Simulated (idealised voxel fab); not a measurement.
process module | voxel capacitor over wiring
cross-section cut | 250 nm wide | cells 5 nm
A cross-section is a grid of square cells, given in bands from the top down. A band is one or more rows of cells.
Each band's line starts with the height of the band's top and of its bottom, in nm. Then come its materials from left to right, each with its width in nm. One material with "throughout" fills the band from edge to edge. "air" is empty space.
Height 0 is the level under which the wafer as received is all one material. The lowest band goes on downwards, as in "0 down".
A width such as "30 to 40" changes by the same amount from each row of cells to the next, from the band's top row to its bottom row.
"no change" after a step means that no cell of the cross-section changed.
closed voids: empty space of 8 cells or more with no open way to the top, each as width x height at its distance from the left edge, in nm
after a step's settings: what the simulator itself notes on the step
overlay nm, on a step with a mask: how far to the right of its planned place the mask lay; to the left if negative
plan
1 op RECEIVE | material Si
2 op CONFORMAL_DEP | material SiO2 | thk nm 10
3 op DIRECTIONAL_DEP | material TiN | thk nm 5
4 op DIRECTIONAL_DEP | material W | thk nm 15
5 op DIRECTIONAL_DEP | material aC | thk nm 10
6 op PATTERN | tone cover | mask id METAL_1 | material resist | width nm 25 | pitch nm 90 | thk nm 25 | overlay nm 0
7 op DIRECTIONAL_ETCH | etch materials aC | depth nm 10
8 op STRIP | etch materials resist
9 op DIRECTIONAL_ETCH | etch materials W | depth nm 15
10 op DIRECTIONAL_ETCH | etch materials TiN | depth nm 5
11 op STRIP | etch materials aC
12 op CONFORMAL_DEP | material SiCN | thk nm 5
13 op FILL_DEP | material SiO2 | thk nm 5
14 op CMP | height nm 30
15 op CONFORMAL_DEP | material SiCN | thk nm 5
16 op DIRECTIONAL_DEP | material SiO2 | thk nm 15
17 op MASKED_ETCH | tone open | mask id PLUG_1 | width nm 15 | etch materials SiO2 | depth nm 15 | overlay nm 0
18 op MASKED_ETCH | tone open | mask id PLUG_1 | width nm 15 | etch materials SiCN | depth nm 5 | overlay nm 0
19 op EPI | material Ru | thk nm 10
20 op EPI | material Ru | thk nm 10
21 op DIRECTIONAL_DEP | material TiN | thk nm 10
22 op DIRECTIONAL_DEP | material SiN | thk nm 5
23 op DIRECTIONAL_DEP | material TiN | thk nm 10
24 op MASKED_ETCH | tone cover | mask id UPPER_PLATE | width nm 70 | etch materials TiN | depth nm 10 | overlay nm 0
25 op MASKED_ETCH | tone cover | mask id UPPER_PLATE | width nm 70 | etch materials SiN | depth nm 5 | overlay nm 0
26 op PATTERN | tone cover | mask id LOWER_PLATE | material resist | width nm 80 | thk nm 20 | overlay nm 0
27 op DIRECTIONAL_ETCH | etch materials TiN | depth nm 10
28 op STRIP | etch materials resist
29 op FILL_DEP | material SiO2 | thk nm 20
30 op CMP | height nm 90
31 op DIRECTIONAL_DEP | material aC | thk nm 15
32 op PATTERN | tone open | mask id PLUG_2 | material resist | width nm 15 | thk nm 30 | overlay nm 0
33 op DIRECTIONAL_ETCH | etch materials aC | depth nm 15
34 op STRIP | etch materials resist
35 op DIRECTIONAL_ETCH | etch materials SiO2 | depth nm 15
36 op STRIP | etch materials aC
37 op CONFORMAL_DEP | material TiN | thk nm 5
38 op FILL_DEP | material Ru | thk nm 5
39 op CMP | height nm 90
40 op CONFORMAL_DEP | material SiCN | thk nm 5
as received, after step 1
  0 down: Si throughout
  closed voids: none
first wafer at the end, as planned
  95 to 90: SiCN throughout
  90 to 80: SiO2 85 | TiN 5 | Ru 5 | TiN 5 | SiO2 150
  80 to 75: SiO2 85 | TiN 15 | SiO2 150
  75 to 65: SiO2 75 | TiN 70 | SiO2 105
  65 to 60: SiO2 75 | SiN 70 | SiO2 105
  60 to 50: SiO2 70 | TiN 80 | SiO2 100
  50 to 35: SiO2 75 | Ru 15 | SiO2 160
  35 to 30: SiCN 75 | Ru 15 | SiCN 160
  30 to 15: SiO2 60 | SiCN 5 | W 25 | SiCN 5 | SiO2 55 | SiCN 5 | W 25 | SiCN 5 | SiO2 65
  15 to 10: SiCN 65 | TiN 25 | SiCN 65 | TiN 25 | SiCN 70
  10 to 0: SiO2 throughout
  0 down: Si throughout
  closed voids: none
second wafer at the end: like start, like plan, one mistake
  95 to 90: SiCN throughout
  90 to 80: SiO2 85 | TiN 5 | Ru 5 | TiN 5 | SiO2 150
  80 to 75: SiO2 85 | TiN 15 | SiO2 150
  75 to 65: SiO2 75 | TiN 70 | SiO2 105
  65 to 60: SiO2 75 | SiN 70 | SiO2 105
  60 to 50: SiO2 65 | TiN 90 | SiO2 95
  50 to 35: SiO2 75 | Ru 15 | SiO2 160
  35 to 30: SiCN 75 | Ru 15 | SiCN 160
  30 to 15: SiO2 60 | SiCN 5 | W 25 | SiCN 5 | SiO2 55 | SiCN 5 | W 25 | SiCN 5 | SiO2 65
  15 to 10: SiCN 65 | TiN 25 | SiCN 65 | TiN 25 | SiCN 70
  10 to 0: SiO2 throughout
  0 down: Si throughout
  closed voids: none
what went wrong: step 26 ran as: op PATTERN | tone cover | mask id LOWER_PLATE | material resist | width nm 90 | thk nm 20 | overlay nm 0
at the end the second wafer has, in cells: 4 fewer of SiO2 | 4 more of TiN
